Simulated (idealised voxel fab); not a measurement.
Process module, titled voxel transistor to metal
Cross-sectional view cut (width: 295 nm; square cell size: 5 nm).
How to read a cross-section here: the picture is a grid of square cells, written as bands going from the top down, and any band can span one or more rows of cells.
Look at the band entry: it leads with the top's height and the bottom's height in nm. Then it lists the materials left to right, with a width in nm for each. The word "throughout" on a single material says that material fills the band edge to edge. The word "air" is empty space.
Height is counted from the level 0, under which the received wafer is composed throughout of one material. The lowest of the bands is not closed at the bottom but continues downward, in the notation "z 0 and below".
The width entry "30..40" should be interpreted row by row: the top row of cells in the band takes the first number, the bottom row takes the second number, and the change between adjacent rows is uniform throughout.
Key: "identical to before" - step with no changed cell in the cross-section.
Empty spaces counting at least 8 cells and having no open way to the top are listed in "Enclosed internal cavities". The notation width x height at distance is used for each, the distance being from the left edge and all three values in nm.
Step line, after settings: the simulator's comment on this step.
The setting "overlay nm" may be written on the line of a step. When the step uses a mask, the value reports how far to the right of the planned place the mask lay, and a negative value reports that it lay to the left.
-- The steps planned for the process are as follows
1. RECEIVE [material Si]
2. CONFORMAL_DEP [material SiO2] [thk nm 5]
3. CONFORMAL_DEP [material SiN] [thk nm 10]
4. MASKED_ETCH [tone cover] [mask id ACTIVE] [width nm 110] [pitch nm 140] [etch materials SiN] [depth nm 10] [overlay nm 0]
5. MASKED_ETCH [tone cover] [mask id ACTIVE] [width nm 110] [pitch nm 140] [etch materials SiO2] [depth nm 5] [overlay nm 0]
6. MASKED_ETCH [tone cover] [mask id ACTIVE] [width nm 110] [pitch nm 140] [etch materials Si] [depth nm 20] [overlay nm 0]
7. FILL_DEP [material SiO2] [thk nm 5]
8. CMP [height nm 15]
9. SELECTIVE_ETCH [etch materials SiO2] [depth nm 5]
10. STRIP [etch materials SiN]
11. SELECTIVE_ETCH [etch materials SiO2] [depth nm 5]
12. OXIDIZE [depth nm 5]
13. DIRECTIONAL_DEP [material polySi] [thk nm 30]
14. DIRECTIONAL_DEP [material SiCN] [thk nm 10]
15. MASKED_ETCH [tone cover] [mask id GATE] [width nm 20] [pitch nm 140] [etch materials SiCN] [depth nm 20] [overlay nm 0]
16. MASKED_ETCH [tone cover] [mask id GATE] [width nm 20] [pitch nm 140] [etch materials polySi] [depth nm 40] [overlay nm 0]
17. CONFORMAL_DEP [material SiO2] [thk nm 5]
18. DIRECTIONAL_ETCH [etch materials SiO2] [depth nm 5]
19. CONFORMAL_DEP [material SiN] [thk nm 10]
20. DIRECTIONAL_ETCH [etch materials SiN] [depth nm 10]
21. DIRECTIONAL_ETCH [etch materials SiO2] [depth nm 5]
22. DIRECTIONAL_ETCH [etch materials Si] [depth nm 15]
23. EPI [material pSi] [thk nm 15]
24. FILL_DEP [material SiO2] [thk nm 10]
25. CMP [height nm 40]
26. DIRECTIONAL_DEP [material SiO2] [thk nm 15]
27. PATTERN [tone open] [mask id CONTACT] [material resist] [width nm 20] [thk nm 20] [overlay nm 0]
28. DIRECTIONAL_ETCH [etch materials SiO2] [depth nm 45]
29. STRIP [etch materials resist]
30. CONFORMAL_DEP [material TiN] [thk nm 5]
31. FILL_DEP [material Ru] [thk nm 5]
32. CMP [height nm 55]
33. CONFORMAL_DEP [material SiCN] [thk nm 5]
34. DIRECTIONAL_DEP [material SiO2] [thk nm 20]
35. DIRECTIONAL_DEP [material aC] [thk nm 10]
36. PATTERN [tone open] [mask id METAL_1] [material resist] [width nm 20] [thk nm 30] [overlay nm 0]
37. DIRECTIONAL_ETCH [etch materials aC] [depth nm 10]
38. STRIP [etch materials resist]
39. DIRECTIONAL_ETCH [etch materials SiO2] [depth nm 20]
40. DIRECTIONAL_ETCH [etch materials SiCN] [depth nm 5]
41. STRIP [etch materials aC]
42. CONFORMAL_DEP [material TiN] [thk nm 5]
43. FILL_DEP [material Cu] [thk nm 5]
44. CMP [height nm 80]
45. CONFORMAL_DEP [material SiCN] [thk nm 5]
-- Wafer as received: cross-section following step 1
z 0 and below = Si throughout
Enclosed internal cavities: none
-- The module was run from the start shown above using the plan shown above, but one mistake was made doing it; the resulting wafer cross-section is below
z 85 to 80 = SiCN throughout
z 80 to 75 = SiCN (25)  TiN (20)  SiCN (60)  TiN (20)  SiCN (40)  TiN (20)  SiCN (60)  TiN (20)  SiCN (30)
z 75 to 55 = SiO2 throughout
z 55 to 40 = SiO2 (25)  TiN (5)  Ru (10)  TiN (5)  SiO2 (60)  TiN (5)  Ru (10)  TiN (5)  SiO2 (40)  TiN (5)  Ru (10)  TiN (5)  SiO2 (60)  TiN (5)  Ru (10)  TiN (5)  SiO2 (30)
z 40 to 30 = SiO2 (25)  TiN (5)  Ru (10)  TiN (5)  SiO2 (5)  SiN (10)  SiO2 (5)  SiCN (20)  SiO2 (5)  SiN (10)  SiO2 (5)  TiN (5)  Ru (10)  TiN (5)  SiO2 (40)  TiN (5)  Ru (10)  TiN (5)  SiO2 (5)  SiN (10)  SiO2 (5)  SiCN (20)  SiO2 (5)  SiN (10)  SiO2 (5)  TiN (5)  Ru (10)  TiN (5)  SiO2 (30)
z 30 to 15 = SiO2 (25)  TiN (5)  Ru (10)  TiN (5)  SiO2 (5)  SiN (10)  SiO2 (5)  polySi (20)  SiO2 (5)  SiN (10)  SiO2 (5)  TiN (5)  Ru (10)  TiN (5)  SiO2 (40)  TiN (5)  Ru (10)  TiN (5)  SiO2 (5)  SiN (10)  SiO2 (5)  polySi (20)  SiO2 (5)  SiN (10)  SiO2 (5)  TiN (5)  Ru (10)  TiN (5)  SiO2 (30)
z 15 to 10 = SiO2 (25)  TiN (20)  SiO2 (5)  SiN (10)  SiO2 (5)  polySi (20)  SiO2 (5)  SiN (10)  SiO2 (5)  TiN (20)  SiO2 (40)  TiN (20)  SiO2 (5)  SiN (10)  SiO2 (5)  polySi (20)  SiO2 (5)  SiN (10)  SiO2 (5)  TiN (20)  SiO2 (30)
z 10 to 5 = SiO2 (25)  pSi (25)  SiN (10)  SiO2 (5)  polySi (20)  SiO2 (5)  SiN (10)  pSi (25)  SiO2 (40)  pSi (25)  SiN (10)  SiO2 (5)  polySi (20)  SiO2 (5)  SiN (10)  pSi (25)  SiO2 (30)
z 5 to 0 = SiO2 (20)  SiN (10)  pSi (20)  SiN (10)  SiO2 (5)  polySi (20)  SiO2 (5)  SiN (10)  pSi (20)  SiN (10)  SiO2 (30)  SiN (10)  pSi (20)  SiN (10)  SiO2 (5)  polySi (20)  SiO2 (5)  SiN (10)  pSi (20)  SiN (10)  SiO2 (25)
z 0 to -5 = SiO2 (30)  pSi (20)  SiO2 (50)  pSi (20)  SiO2 (50)  pSi (20)  SiO2 (50)  pSi (20)  SiO2 (35)
z -5 to -20 = SiO2 (20)  Si (10)  pSi (20)  Si (50)  pSi (20)  Si (10)  SiO2 (30)  Si (10)  pSi (20)  Si (50)  pSi (20)  Si (10)  SiO2 (25)
z -20 and below = Si throughout
Enclosed internal cavities: none
What was done differently from what was planned? steps 33 and 34 run out of order (swapped)
